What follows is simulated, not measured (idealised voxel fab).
The process module presented herein is designated voxel lift off.
For reference, the cross-section in this document is cut, with width 160 nm and square cells of 5 nm.
Square cells in a grid make up a cross-section in this document, and the grid is given as bands, listed from the top down, each one or more rows of cells.
Basically the band line says how high the top is and how high the bottom is, in nm, and then what's in it from left to right, every material with its width in nm. Empty space shows up as "air", and if a single material carries "everywhere" it runs the full band edge to edge.
Height datum 0, below which the as-received substrate wafer is one material. Lowest band open at the bottom, running downward: "0 and below".
Width "30..40": first value at the band's top row of cells, second value at its bottom row, equal change from row to row.
It should be understood that the words "nothing got changed", when stated for a given step, signify that the cross-section underwent no change in any of its cells during that step.
Entrapped void list: empty space of 8 cells or more with no open way to the top, each as width x height at its distance from the left edge, in nm
Text after the settings on a step's line: the simulator's own remark on that step.
For masked steps, "overlay nm" on the step line gives how far right of plan the mask actually lay; a minus sign means it lay to the left.

### Planned step list for the process
- 1: RECEIVE | material Si
- 2: CONFORMAL_DEP | material SiO2 | thk nm 5
- 3: PATTERN | tone open | mask id LINES | material resist | width nm 15 | pitch nm 30 | thk nm 20 | overlay nm 0
- 4: DIRECTIONAL_DEP | material Ru | thk nm 10
- 5: STRIP | etch materials resist
- 6: CONFORMAL_DEP | material SiO2 | thk nm 10

### First wafer of two (run as planned)

### As received (post step 1): cross-section
- 0 and below  Si everywhere
- Entrapped void list: none

### Cross-sectional representation of the wafer at the conclusion of step 2
- 5 down to 0  SiO2 everywhere
- Beneath the level 0, the cross-section is identical to its previous state.

### Cross-sectional representation of the wafer at the conclusion of step 3
- 25 down to 5  resist (55)  air (15)  resist (15)  air (15)  resist (60)
- Beneath the level 5, the cross-section is identical to its previous state.

### Cross-sectional representation of the wafer at the conclusion of step 4
- 35 down to 25  Ru (55)  air (15)  Ru (15)  air (15)  Ru (60)
- 25 down to 15  resist (55)  air (15)  resist (15)  air (15)  resist (60)
- 15 down to 5  resist (55)  Ru (15)  resist (15)  Ru (15)  resist (60)
- Beneath the level 5, the cross-section is identical to its previous state.

### Cross-sectional representation of the wafer at the conclusion of step 5
- 15 down to 5  air (55)  Ru (15)  air (15)  Ru (15)  air (60)
- Beneath the level 5, the cross-section is identical to its previous state.

### Cross-sectional representation of the wafer at the conclusion of step 6
- 25 down to 15  air (45)  SiO2 (65)  air (50)
- 15 down to 5  SiO2 (55)  Ru (15)  SiO2 (15)  Ru (15)  SiO2 (60)
- Beneath the level 5, the cross-section is identical to its previous state.

### Second of two: same start, same plan, one run error; steps up to and including 4 match the first

### Cross-section of the second wafer at the time step 5 of the plan should have ended
- 15 down to 5  air (55)  Ru (15)  air (15)  Ru (15)  air (60)
- Beneath the level 5, the cross-section is identical to its previous state.

### Cross-section of the second wafer at the time step 6 of the plan should have ended
- 25 down to 15  air (45)  SiO2 (65)  air (50)
- 15 down to 5  SiO2 (55)  Ru (15)  SiO2 (15)  Ru (15)  SiO2 (60)
- Beneath the level 5, the cross-section is identical to its previous state.
What broke from the plan during processing? heads up, step 5 of the plan got done twice
If you compare the two wafers at the end, their cross-sections are the same, so as far as this model is concerned the mistake changes nothing.
